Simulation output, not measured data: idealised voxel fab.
process module | voxel tone inversion
cross-section cut | 290 nm wide | cells 5 nm
A cross-section is a grid of square cells, given in bands from the top down. A band is one or more rows of cells.
Each band's line starts with the height of the band's top and of its bottom, in nm. Then come its materials from left to right, each with its width in nm. One material with "throughout" fills the band from edge to edge. "air" is empty space.
Height 0 is the level under which the wafer as received is all one material. The lowest band goes on downwards, as in "0 down".
A width such as "30 to 40" changes by the same amount from each row of cells to the next, from the band's top row to its bottom row.
"no change" after a step means that no cell of the cross-section changed.
closed voids: empty space of 8 cells or more with no open way to the top, each as width x height at its distance from the left edge, in nm
after a step's settings: what the simulator itself notes on the step
overlay nm, on a step with a mask: how far to the right of its planned place the mask lay; to the left if negative
plan
1 op RECEIVE | material Si
2 op CONFORMAL_DEP | material SiCN | thk nm 10
3 op DIRECTIONAL_DEP | material polySi | thk nm 15
4 op PATTERN | tone cover | mask id POSTS | material resist | width nm 20 | pitch nm 50 | thk nm 20 | overlay nm 0
5 op DIRECTIONAL_ETCH | etch materials polySi | depth nm 15
6 op STRIP | etch materials resist
7 op FILL_DEP | material lowk | thk nm 10
8 op CMP | height nm 25
9 op STRIP | etch materials polySi
10 op CONFORMAL_DEP | material TiN | thk nm 5
11 op FILL_DEP | material W | thk nm 10
12 op CMP | height nm 25
13 op CONFORMAL_DEP | material SiN | thk nm 5
as received, after step 1
  0 down: Si throughout
  closed voids: none
first wafer at the end, as planned
  30 to 25: SiN throughout
  25 to 15: lowk 110 | TiN 5 | W 10 | TiN 5 | lowk 30 | TiN 5 | W 10 | TiN 5 | lowk 110
  15 to 10: lowk 110 | TiN 20 | lowk 30 | TiN 20 | lowk 110
  10 to 0: SiCN throughout
  0 down: Si throughout
  closed voids: none
second wafer at the end: like start, like plan, one mistake
  30 to 25: SiCN throughout
  25 to 15: lowk 110 | TiN 5 | W 10 | TiN 5 | lowk 30 | TiN 5 | W 10 | TiN 5 | lowk 110
  15 to 10: lowk 110 | TiN 20 | lowk 30 | TiN 20 | lowk 110
  10 to 0: SiCN throughout
  0 down: Si throughout
  closed voids: none
what went wrong: step 13 ran as: op CONFORMAL_DEP | material SiCN | thk nm 5
at the end the second wafer has, in cells: 58 more of SiCN | 58 fewer of SiN
